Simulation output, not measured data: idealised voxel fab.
voxel wiring stack: a process module
The cross-section shown here is cut; it is 160 nm wide and divided into square cells measuring 5 nm on a side.
The cross-sections in this document take the form of a grid made of square cells. They are written out as bands, in order from top to bottom. Each band consists of one or more rows of cells.
The entry gives the band's vertical extent as a top height and a bottom height in nm, then its horizontal make-up as materials from left to right, each with a width in nm. "air" stands for empty space; a single material marked "throughout" fills the band edge to edge.
Heads up on the height convention: 0 is the point under which the incoming wafer is all one material, and the lowest band has no bottom, it just keeps going down, like "top 0, no bottom".
With a width like "30 to 40", each row of cells in the band differs from the next by the same amount, the top row carrying the first number and the bottom row the second.
Reading "stayed the same" for a step: not a cell of the cross-section changed in it.
So "Enclosed voids" is basically the list of trapped voids: any empty space of 8 cells or more that can't reach the top through an opening. They're written width x height at distance, the distance being from the left edge, and it's all nm.
On each step's line, the part that comes after the settings is the simulator's own comment on the step.
The optional step-line setting "overlay nm" applies to steps with a mask and quantifies how far to the right of its planned location the mask lay, a negative value indicating leftward placement.
Read each pair as before and after one process step. The after cross-section shows only down to the lowest band that changed. The step between them and its settings are given below the pair. Pairs can come from different runs of this module on the same starting wafer. A pair continues from the pair above only where its "Prior to processing" entry says so.
PRIOR TO PROCESSING
> top 45, bottom 40  SiCN throughout
> top 40, bottom 20  Cu=40; TiN=5; lowk=25; TiN=5; Cu=10; TiN=5; lowk=25; TiN=5; Cu=40
> top 20, bottom 15  TiN=45; SiCN=25; TiN=20; SiCN=25; TiN=45
> top 15, bottom 0  SiO2 throughout
> top 0, no bottom  Si throughout
> Enclosed voids: none
POST-PROCESS SECTION
> top 60, bottom 45  lowk throughout
> Below 45, no change.
> Enclosed voids: none
The process step bridging the two cross-sections above: DIRECTIONAL_DEP: material lowk, thk nm 15
Prior to processing: look at the pair above, its after cross-section is where this step starts.
POST-PROCESS SECTION
> top 60, bottom 45  lowk=45; air=15; lowk=30; air=15; lowk=55
> Below 45, no change.
> Enclosed voids: none
The process step bridging the two cross-sections above: MASKED_ETCH: tone open, mask id PLUG_1, width nm 15, pitch nm 45, etch materials lowk, depth nm 15, overlay nm 0
Prior to processing: look at the pair above, its after cross-section is where this step starts.
POST-PROCESS SECTION
> top 60, bottom 45  lowk=45; air=15; lowk=30; air=15; lowk=55
> top 45, bottom 40  SiCN=45; air=15; SiCN=30; air=15; SiCN=55
> Below 40, no change.
> Enclosed voids: none
The process step bridging the two cross-sections above: MASKED_ETCH: tone open, mask id PLUG_1, width nm 15, pitch nm 45, etch materials SiCN, depth nm 5, overlay nm 0
Prior to processing: look at the pair above, its after cross-section is where this step starts.
POST-PROCESS SECTION
> top 65, bottom 60  SiCN=50; air=5; SiCN=40; air=5; SiCN=60
> top 60, bottom 45  lowk=45; SiCN=5; air=5; SiCN=5; lowk=30; SiCN=5; air=5; SiCN=5; lowk=55
> top 45, bottom 40  SiCN throughout
> Below 40, no change.
> Enclosed voids: none
The process step bridging the two cross-sections above: CONFORMAL_DEP: material SiCN, thk nm 5
Prior to processing: look at the pair above, its after cross-section is where this step starts.
POST-PROCESS SECTION
> top 85, bottom 65  SiO2=50; air=5; SiO2=40; air=5; SiO2=60
> top 65, bottom 60  SiCN=50; SiO2=5; SiCN=40; SiO2=5; SiCN=60
> top 60, bottom 45  lowk=45; SiCN=5; SiO2=5; SiCN=5; lowk=30; SiCN=5; SiO2=5; SiCN=5; lowk=55
> Below 45, no change.
> Enclosed voids: none
The process step bridging the two cross-sections above: DIRECTIONAL_DEP: material SiO2, thk nm 20
Prior to processing: look at the pair above, its after cross-section is where this step starts.
POST-PROCESS SECTION
> top 100, bottom 85  resist=45; air=25; resist=20; air=25; resist=45
> Below 85, no change.
> Enclosed voids: none
The process step bridging the two cross-sections above: PATTERN: tone open, mask id METAL_2, material resist, width nm 25, pitch nm 45, thk nm 15, overlay nm 0
Prior to processing: look at the pair above, its after cross-section is where this step starts.
POST-PROCESS SECTION
> top 100, bottom 85  resist=45; air=25; resist=20; air=25; resist=45
> top 85, bottom 65  SiO2=45; air=25; SiO2=20; air=25; SiO2=45
> top 65, bottom 60  SiCN=50; air=5; SiCN=40; air=5; SiCN=60
> top 60, bottom 45  lowk=45; SiCN=5; air=5; SiCN=5; lowk=30; SiCN=5; air=5; SiCN=5; lowk=55
> Below 45, no change.
> Enclosed voids: none
The process step bridging the two cross-sections above: DIRECTIONAL_ETCH: etch materials SiO2, depth nm 20
Prior to processing: look at the pair above, its after cross-section is where this step starts.
POST-PROCESS SECTION
> top 100, bottom 85  resist=45; air=25; resist=20; air=25; resist=45
> top 85, bottom 65  SiO2=45; air=25; SiO2=20; air=25; SiO2=45
> top 65, bottom 60  SiCN=45; air=25; SiCN=20; air=25; SiCN=45
> top 60, bottom 45  lowk=45; SiCN=5; air=5; SiCN=5; lowk=30; SiCN=5; air=5; SiCN=5; lowk=55
> top 45, bottom 40  SiCN=50; air=5; SiCN=40; air=5; SiCN=60
> Below 40, no change.
> Enclosed voids: none
The process step bridging the two cross-sections above: DIRECTIONAL_ETCH: etch materials SiCN, depth nm 5
Prior to processing: look at the pair above, its after cross-section is where this step starts.
POST-PROCESS SECTION
> top 85, bottom 65  SiO2=45; air=25; SiO2=20; air=25; SiO2=45
> Below 65, no change.
> Enclosed voids: none
The process step bridging the two cross-sections above: STRIP: etch materials resist
Prior to processing: look at the pair above, its after cross-section is where this step starts.
POST-PROCESS SECTION
> top 90, bottom 85  TiN=50; air=15; TiN=30; air=15; TiN=50
> top 85, bottom 65  SiO2=45; TiN=5; air=15; TiN=5; SiO2=20; TiN=5; air=15; TiN=5; SiO2=45
> top 65, bottom 60  SiCN=45; TiN=25; SiCN=20; TiN=25; SiCN=45
> top 60, bottom 45  lowk=45; SiCN=5; TiN=5; SiCN=5; lowk=30; SiCN=5; TiN=5; SiCN=5; lowk=55
> top 45, bottom 40  SiCN=50; TiN=5; SiCN=40; TiN=5; SiCN=60
> Below 40, no change.
> Enclosed voids: none
The process step bridging the two cross-sections above: CONFORMAL_DEP: material TiN, thk nm 5
Prior to processing: look at the pair above, its after cross-section is where this step starts.
POST-PROCESS SECTION
> top 100, bottom 90  W throughout
> top 90, bottom 85  TiN=50; W=15; TiN=30; W=15; TiN=50
> top 85, bottom 65  SiO2=45; TiN=5; W=15; TiN=5; SiO2=20; TiN=5; W=15; TiN=5; SiO2=45
> Below 65, no change.
> Enclosed voids: none
The process step bridging the two cross-sections above: FILL_DEP: material W, thk nm 10
Prior to processing: look at the pair above, its after cross-section is where this step starts.
POST-PROCESS SECTION
> top 85, bottom 65  SiO2=45; TiN=5; W=15; TiN=5; SiO2=20; TiN=5; W=15; TiN=5; SiO2=45
> Below 65, no change.
> Enclosed voids: none
The process step bridging the two cross-sections above: CMP: height nm 85
Prior to processing: look at the pair above, its after cross-section is where this step starts.
POST-PROCESS SECTION
> top 90, bottom 85  SiCN throughout
> Below 85, no change.
> Enclosed voids: none
The process step bridging the two cross-sections above: CONFORMAL_DEP: material SiCN, thk nm 5
Prior to processing: look at the pair above, its after cross-section is where this step starts.
POST-PROCESS SECTION
> top 125, bottom 90  SiO2 throughout
> Below 90, no change.
> Enclosed voids: none
The process step bridging the two cross-sections above: DIRECTIONAL_DEP: material SiO2, thk nm 35
Prior to processing: look at the pair above, its after cross-section is where this step starts.
POST-PROCESS SECTION
> top 145, bottom 125  resist=45; air=15; resist=30; air=15; resist=55
> Below 125, no change.
> Enclosed voids: none
The process step bridging the two cross-sections above: PATTERN: tone open, mask id METAL_3_HOLES, material resist, width nm 15, pitch nm 45, thk nm 20, overlay nm 0
Prior to processing: look at the pair above, its after cross-section is where this step starts.
POST-PROCESS SECTION
> top 145, bottom 125  resist=45; air=15; resist=30; air=15; resist=55
> top 125, bottom 90  SiO2=45; air=15; SiO2=30; air=15; SiO2=55
> Below 90, no change.
> Enclosed voids: none
The process step bridging the two cross-sections above: DIRECTIONAL_ETCH: etch materials SiO2, depth nm 35
Prior to processing: look at the pair above, its after cross-section is where this step starts.
POST-PROCESS SECTION
> top 125, bottom 90  SiO2=45; air=15; SiO2=30; air=15; SiO2=55
> Below 90, no change.
> Enclosed voids: none
The process step bridging the two cross-sections above: STRIP: etch materials resist
Prior to processing: look at the pair above, its after cross-section is where this step starts.
POST-PROCESS SECTION
> top 135, bottom 125  aC=45; air=15; aC=30; air=15; aC=55
> top 125, bottom 100  SiO2=45; air=15; SiO2=30; air=15; SiO2=55
> top 100, bottom 90  SiO2=45; aC=15; SiO2=30; aC=15; SiO2=55
> Below 90, no change.
> Enclosed voids: none
The process step bridging the two cross-sections above: DIRECTIONAL_DEP: material aC, thk nm 10
Prior to processing: look at the pair above, its after cross-section is where this step starts.
POST-PROCESS SECTION
> top 165, bottom 135  resist=45; air=25; resist=20; air=25; resist=45
> Below 135, no change.
> Enclosed voids: none
The process step bridging the two cross-sections above: PATTERN: tone open, mask id METAL_3, material resist, width nm 25, pitch nm 45, thk nm 30, overlay nm 0
Prior to processing: look at the pair above, its after cross-section is where this step starts.
POST-PROCESS SECTION
> top 155, bottom 135  resist=45; air=25; resist=20; air=25; resist=45
> top 135, bottom 125  aC=45; air=25; aC=20; air=25; aC=45
> top 125, bottom 90  SiO2=45; air=15; SiO2=30; air=15; SiO2=55
> Below 90, no change.
> Enclosed voids: none
The process step bridging the two cross-sections above: DIRECTIONAL_ETCH: etch materials aC, depth nm 10
Prior to processing: look at the pair above, its after cross-section is where this step starts.
POST-PROCESS SECTION
> top 135, bottom 125  aC=45; air=25; aC=20; air=25; aC=45
> Below 125, no change.
> Enclosed voids: none
The process step bridging the two cross-sections above: STRIP: etch materials resist
Prior to processing: look at the pair above, its after cross-section is where this step starts.
POST-PROCESS SECTION
> top 135, bottom 125  aC=45; air=25; aC=20; air=25; aC=45
> top 125, bottom 105  SiO2=45; air=25; SiO2=20; air=25; SiO2=45
> Below 105, no change.
> Enclosed voids: none
The process step bridging the two cross-sections above: DIRECTIONAL_ETCH: etch materials SiO2, depth nm 20
Prior to processing: look at the pair above, its after cross-section is where this step starts.
POST-PROCESS SECTION
> top 135, bottom 125  aC=45; air=25; aC=20; air=25; aC=45
> top 125, bottom 105  SiO2=45; air=25; SiO2=20; air=25; SiO2=45
> top 105, bottom 90  SiO2=45; air=15; SiO2=30; air=15; SiO2=55
> top 90, bottom 85  SiCN=45; air=15; SiCN=30; air=15; SiCN=55
> Below 85, no change.
> Enclosed voids: none
The process step bridging the two cross-sections above: DIRECTIONAL_ETCH: etch materials SiCN, depth nm 5
Prior to processing: look at the pair above, its after cross-section is where this step starts.
POST-PROCESS SECTION
> top 125, bottom 105  SiO2=45; air=25; SiO2=20; air=25; SiO2=45
> Below 105, no change.
> Enclosed voids: none
The process step bridging the two cross-sections above: STRIP: etch materials aC
Prior to processing: look at the pair above, its after cross-section is where this step starts.
POST-PROCESS SECTION
> top 130, bottom 125  TiN=50; air=15; TiN=30; air=15; TiN=50
> top 125, bottom 110  SiO2=45; TiN=5; air=15; TiN=5; SiO2=20; TiN=5; air=15; TiN=5; SiO2=45
> top 110, bottom 105  SiO2=45; TiN=5; air=5; TiN=15; SiO2=20; TiN=5; air=5; TiN=15; SiO2=45
> top 105, bottom 90  SiO2=45; TiN=5; air=5; TiN=5; SiO2=30; TiN=5; air=5; TiN=5; SiO2=55
> top 90, bottom 85  SiCN=45; TiN=15; SiCN=30; TiN=15; SiCN=55
> Below 85, no change.
> Enclosed voids: none
The process step bridging the two cross-sections above: CONFORMAL_DEP: material TiN, thk nm 5
Prior to processing: look at the pair above, its after cross-section is where this step starts.
POST-PROCESS SECTION
> top 140, bottom 130  Cu throughout
> top 130, bottom 125  TiN=50; Cu=15; TiN=30; Cu=15; TiN=50
> top 125, bottom 110  SiO2=45; TiN=5; Cu=15; TiN=5; SiO2=20; TiN=5; Cu=15; TiN=5; SiO2=45
> top 110, bottom 105  SiO2=45; TiN=5; Cu=5; TiN=15; SiO2=20; TiN=5; Cu=5; TiN=15; SiO2=45
> top 105, bottom 90  SiO2=45; TiN=5; Cu=5; TiN=5; SiO2=30; TiN=5; Cu=5; TiN=5; SiO2=55
> Below 90, no change.
> Enclosed voids: none
The process step bridging the two cross-sections above: FILL_DEP: material Cu, thk nm 10
Prior to processing: look at the pair above, its after cross-section is where this step starts.
POST-PROCESS SECTION
> top 125, bottom 110  SiO2=45; TiN=5; Cu=15; TiN=5; SiO2=20; TiN=5; Cu=15; TiN=5; SiO2=45
> Below 110, no change.
> Enclosed voids: none
The process step bridging the two cross-sections above: CMP: height nm 125
Prior to processing: look at the pair above, its after cross-section is where this step starts.
POST-PROCESS SECTION
> top 130, bottom 125  SiCN throughout
> Below 125, no change.
> Enclosed voids: none
The process step bridging the two cross-sections above: CONFORMAL_DEP: material SiCN, thk nm 5
Prior to processing: look at the pair above, its after cross-section is where this step starts.
POST-PROCESS SECTION
> top 140, bottom 130  SiO2 throughout
> Below 130, no change.
> Enclosed voids: none
The process step bridging the two cross-sections above: DIRECTIONAL_DEP: material SiO2, thk nm 10
Prior to processing: look at the pair above, its after cross-section is where this step starts.
POST-PROCESS SECTION
> top 155, bottom 140  resist=45; air=15; resist=30; air=15; resist=55
> Below 140, no change.
> Enclosed voids: none
The process step bridging the two cross-sections above: PATTERN: tone open, mask id PLUG_3, material resist, width nm 15, pitch nm 45, thk nm 15, overlay nm 0
Prior to processing: look at the pair above, its after cross-section is where this step starts.
POST-PROCESS SECTION
> top 155, bottom 140  resist=45; air=15; resist=30; air=15; resist=55
> top 140, bottom 130  SiO2=45; air=15; SiO2=30; air=15; SiO2=55
> Below 130, no change.
> Enclosed voids: none
The process step bridging the two cross-sections above: DIRECTIONAL_ETCH: etch materials SiO2, depth nm 10
Prior to processing: look at the pair above, its after cross-section is where this step starts.
POST-PROCESS SECTION
> top 155, bottom 140  resist=45; air=15; resist=30; air=15; resist=55
> top 140, bottom 130  SiO2=45; air=15; SiO2=30; air=15; SiO2=55
> top 130, bottom 125  SiCN=45; air=15; SiCN=30; air=15; SiCN=55
> Below 125, no change.
> Enclosed voids: none
The process step bridging the two cross-sections above: DIRECTIONAL_ETCH: etch materials SiCN, depth nm 5
Prior to processing: look at the pair above, its after cross-section is where this step starts.
POST-PROCESS SECTION
> top 140, bottom 130  SiO2=45; air=15; SiO2=30; air=15; SiO2=55
> Below 130, no change.
> Enclosed voids: none
The process step bridging the two cross-sections above: STRIP: etch materials resist
Prior to processing: look at the pair above, its after cross-section is where this step starts.
POST-PROCESS SECTION
> top 140, bottom 135  SiO2=45; air=15; SiO2=30; air=15; SiO2=55
> top 135, bottom 130  SiO2=45; Ru=15; SiO2=30; Ru=15; SiO2=55
> top 130, bottom 125  SiCN=45; Ru=15; SiCN=30; Ru=15; SiCN=55
> Below 125, no change.
> Enclosed voids: none
The process step bridging the two cross-sections above: EPI: material Ru, thk nm 10
Prior to processing: look at the pair above, its after cross-section is where this step starts.
POST-PROCESS SECTION
> top 140, bottom 130  SiO2=45; Ru=15; SiO2=30; Ru=15; SiO2=55
> Below 130, no change.
> Enclosed voids: none
The process step bridging the two cross-sections above: EPI: material Ru, thk nm 5
Prior to processing: look at the pair above, its after cross-section is where this step starts.
POST-PROCESS SECTION
> top 145, bottom 140  TiN throughout
> Below 140, no change.
> Enclosed voids: none
The process step bridging the two cross-sections above: DIRECTIONAL_DEP: material TiN, thk nm 5
Prior to processing: look at the pair above, its after cross-section is where this step starts.
POST-PROCESS SECTION
> top 165, bottom 145  Ru throughout
> Below 145, no change.
> Enclosed voids: none
The process step bridging the two cross-sections above: DIRECTIONAL_DEP: material Ru, thk nm 20
Prior to processing: look at the pair above, its after cross-section is where this step starts.
POST-PROCESS SECTION
> top 180, bottom 165  air=45; resist=25; air=20; resist=25; air=45
> Below 165, no change.
> Enclosed voids: none
The process step bridging the two cross-sections above: PATTERN: tone cover, mask id METAL_4, material resist, width nm 25, pitch nm 45, thk nm 15, overlay nm 0
Prior to processing: look at the pair above, its after cross-section is where this step starts.
POST-PROCESS SECTION
> top 180, bottom 165  air=45; resist=25; air=20; resist=25; air=45
> top 165, bottom 145  air=45; Ru=25; air=20; Ru=25; air=45
> Below 145, no change.
> Enclosed voids: none
The process step bridging the two cross-sections above: DIRECTIONAL_ETCH: etch materials Ru, depth nm 20
Prior to processing: look at the pair above, its after cross-section is where this step starts.
POST-PROCESS SECTION
> top 180, bottom 165  air=45; resist=25; air=20; resist=25; air=45
> top 165, bottom 145  air=45; Ru=25; air=20; Ru=25; air=45
> top 145, bottom 140  air=45; TiN=25; air=20; TiN=25; air=45
> Below 140, no change.
> Enclosed voids: none
The process step bridging the two cross-sections above: DIRECTIONAL_ETCH: etch materials TiN, depth nm 5
Prior to processing: look at the pair above, its after cross-section is where this step starts.
POST-PROCESS SECTION
> top 165, bottom 145  air=45; Ru=25; air=20; Ru=25; air=45
> Below 145, no change.
> Enclosed voids: none
The process step bridging the two cross-sections above: STRIP: etch materials resist
Prior to processing: look at the pair above, its after cross-section is where this step starts.
POST-PROCESS SECTION
> top 170, bottom 165  air=40; SiN=35; air=10; SiN=35; air=40
> top 165, bottom 145  air=40; SiN=5; Ru=25; SiN=5; air=10; SiN=5; Ru=25; SiN=5; air=40
> top 145, bottom 140  SiN=45; TiN=25; SiN=20; TiN=25; SiN=45
> Below 140, no change.
> Enclosed voids: none
The process step bridging the two cross-sections above: CONFORMAL_DEP: material SiN, thk nm 5
Prior to processing: look at the pair above, its after cross-section is where this step starts.
POST-PROCESS SECTION
> top 180, bottom 170  lowk throughout
> top 170, bottom 165  lowk=40; SiN=35; lowk=10; SiN=35; lowk=40
> top 165, bottom 145  lowk=40; SiN=5; Ru=25; SiN=5; lowk=10; SiN=5; Ru=25; SiN=5; lowk=40
> Below 145, no change.
> Enclosed voids: none
The process step bridging the two cross-sections above: FILL_DEP: material lowk, thk nm 10
Prior to processing: look at the pair above, its after cross-section is where this step starts.
POST-PROCESS SECTION
> top 165, bottom 145  lowk=40; SiN=5; Ru=25; SiN=5; lowk=10; SiN=5; Ru=25; SiN=5; lowk=40
> Below 145, no change.
> Enclosed voids: none
The process step bridging the two cross-sections above: CMP: height nm 165
Prior to processing: look at the pair above, its after cross-section is where this step starts.
POST-PROCESS SECTION
> top 170, bottom 165  SiCN throughout
> Below 165, no change.
> Enclosed voids: none
The process step bridging the two cross-sections above: CONFORMAL_DEP: material SiCN, thk nm 5
